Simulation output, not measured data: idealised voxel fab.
A process module follows: voxel quadruple lines.
Cross-section cut spans 265 nm and uses square cells 5 nm in size.
Heads up, the way a cross-section reads in here is a grid of square cells, handed over as bands from the top down, with every band being one or more rows of cells.
In this notation a band is specified by the heights of its top and bottom, in that order and in nm, after which its materials appear from left to right, each paired with its width in nm. The word "full width" attached to a single material means that material fills the band from edge to edge; the word "blank" stands for empty space.
Height datum 0, below which the as-received substrate wafer is one material. Lowest band open at the bottom, running downward: "z 0 and below".
The width entry "30->40" should be interpreted row by row: the top row of cells in the band takes the first number, the bottom row takes the second number, and the change between adjacent rows is uniform throughout.
Take "same as before" at face value: in the step it is given for, the cross-section changed in none of its cells.
Look at "Closed voids list" for the closed voids: empty spaces with no open path to the top, sized 8 cells or up. Each is width x height at distance, distance from the left edge, all nm.
Formally, on a step line, whatever follows the settings is a remark that the simulator itself makes on the step.
overlay nm: for a step with a mask, the amount by which the mask lay right of where it was planned; a negative amount means left of it.

**plan**
1,RECEIVE,material Si
2,CONFORMAL_DEP,material Al2O3,thk nm 5
3,DIRECTIONAL_DEP,material Ru,thk nm 15
4,DIRECTIONAL_DEP,material polySi,thk nm 20
5,DIRECTIONAL_DEP,material aC,thk nm 20
6,PATTERN,tone cover,mask id MANDREL,material resist,width nm 20,thk nm 25,overlay nm 0
7,DIRECTIONAL_ETCH,etch materials aC,depth nm 20
8,STRIP,etch materials resist
9,CONFORMAL_DEP,material SiO2,thk nm 10
10,DIRECTIONAL_ETCH,etch materials SiO2,depth nm 10
11,STRIP,etch materials aC
12,DIRECTIONAL_ETCH,etch materials polySi,depth nm 20
13,STRIP,etch materials SiO2
14,CONFORMAL_DEP,material SiN,thk nm 5
15,DIRECTIONAL_ETCH,etch materials SiN,depth nm 5
16,STRIP,etch materials polySi
17,DIRECTIONAL_ETCH,etch materials Ru,depth nm 15
18,STRIP,etch materials SiN

**Cross-section: wafer on arrival = after step 1**
> z 0 and below: Si full width
> Closed voids list: none

**Cross-sectional image of the first of two wafers at the end of the module, the run having proceeded as planned**
> z 20 to 5: blank 105 nm; Ru 5 nm; blank 10 nm; Ru 5 nm; blank 10 nm; Ru 5 nm; blank 10 nm; Ru 5 nm; blank 110 nm
> z 5 to 0: Al2O3 full width
> z 0 and below: Si full width
> Closed voids list: none

**Same start, same plan as the first wafer - but one mistake in the run. Cross-section of the second of the two at the end of the module**
> z 20 to 5: blank 115 nm; Ru 5 nm; blank 20 nm; Ru 5 nm; blank 120 nm
> z 5 to 0: Al2O3 full width
> z 0 and below: Si full width
> Closed voids list: none
So what did we get wrong on this run? so step 6 ended up running with a different setting than we planned, it ran as PATTERN,tone open,mask id MANDREL,material resist,width nm 20,thk nm 25,overlay nm 0
At the finish, the second wafer shows more or fewer cells for some materials than the first does: Ru: 6 fewer
